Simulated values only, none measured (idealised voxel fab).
The process module that follows is named voxel ribs on slabs.
Shown is cross-section cut, with a width of 185 nm and square cells of size 5 nm.
Think of the cross-section as a grid of square cells. We describe it in bands, top to bottom, and each band covers one or more rows of those cells. In this notation a band is specified by the heights of its top and bottom, in that order and in nm, after which its materials appear from left to right, each paired with its width in nm. The word "edge to edge" attached to a single material means that material fills the band from edge to edge; the word "blank" stands for empty space. A quick word on heights: they are counted from 0, and under that level the wafer as it came to us is one material throughout. The lowest band is different from the rest in having no bottom; it simply continues downward, written as in "top 0, no bottom". When a width is written as two numbers, as in "30..40", the first number is the width in the top row of cells of the band and the second is the width in its bottom row, and the width changes by the same amount from each row to the next. Step marked "identical to before"? Then no cell in the cross-section changed in it. The entry titled "Voids, enclosed" provides the empty spaces that have no open way to the top, restricted to those of 8 cells or more. Each is presented as width x height at distance, the distance being measured from the left edge, with all three in nm. If you see something after the settings on a step's line, that's the simulator's own remark about that step. Regarding "overlay nm": on a step with a mask, it is the distance the mask lay to the right of its planned place; a negative value places it to the left.

Set out below are the planned steps of the process:
- 1: RECEIVE | material Si
- 2: DIRECTIONAL_DEP | material SiO2 | thk nm 20
- 3: DIRECTIONAL_DEP | material polySi | thk nm 25
- 4: MASKED_ETCH | tone cover | mask id RIB | width nm 30 | etch materials polySi | depth nm 20 | overlay nm 0
- 5: PATTERN | tone cover | mask id SLAB | material resist | width nm 80 | thk nm 20 | overlay nm 0
- 6: DIRECTIONAL_ETCH | etch materials polySi | depth nm 5
- 7: STRIP | etch materials resist
- 8: FILL_DEP | material SiO2 | thk nm 20
- 9: CMP | height nm 60
- 10: DIRECTIONAL_DEP | material TiN | thk nm 5
- 11: MASKED_ETCH | tone cover | mask id HEATER | width nm 40 | etch materials TiN | depth nm 5 | overlay nm 0
- 12: CONFORMAL_DEP | material SiN | thk nm 5

Shown in cross-section is the wafer as received, that is, as it stands after step 1:
  top 0, no bottom  Si edge to edge
  Voids, enclosed: none

first wafer at the end, as planned:
  top 70, bottom 65  blank: 65 / SiN: 50 / blank: 70
  top 65, bottom 60  SiN: 70 / TiN: 40 / SiN: 75
  top 60, bottom 45  SiO2 edge to edge
  top 45, bottom 25  SiO2: 75 / polySi: 30 / SiO2: 80
  top 25, bottom 20  SiO2: 50 / polySi: 80 / SiO2: 55
  top 20, bottom 0  SiO2 edge to edge
  top 0, no bottom  Si edge to edge
  Voids, enclosed: none

This is the second of the two wafers, cross-sectioned at the end of the module; it started exactly like the first and was given the same plan, but it was run with one mistake:
  top 70, bottom 65  blank: 65 / SiN: 50 / blank: 70
  top 65, bottom 60  SiN: 70 / TiN: 40 / SiN: 75
  top 60, bottom 45  SiO2: 75 / polySi: 30 / SiO2: 80
  top 45, bottom 40  SiO2: 50 / polySi: 80 / SiO2: 55
  top 40, bottom 0  SiO2 edge to edge
  top 0, no bottom  Si edge to edge
  Voids, enclosed: none
The mistake made against the process plan was this: plan step 2 was conducted twice
Heads up, by the end the second wafer has more or fewer cells of some materials compared to the first: SiO2 +6, polySi -6
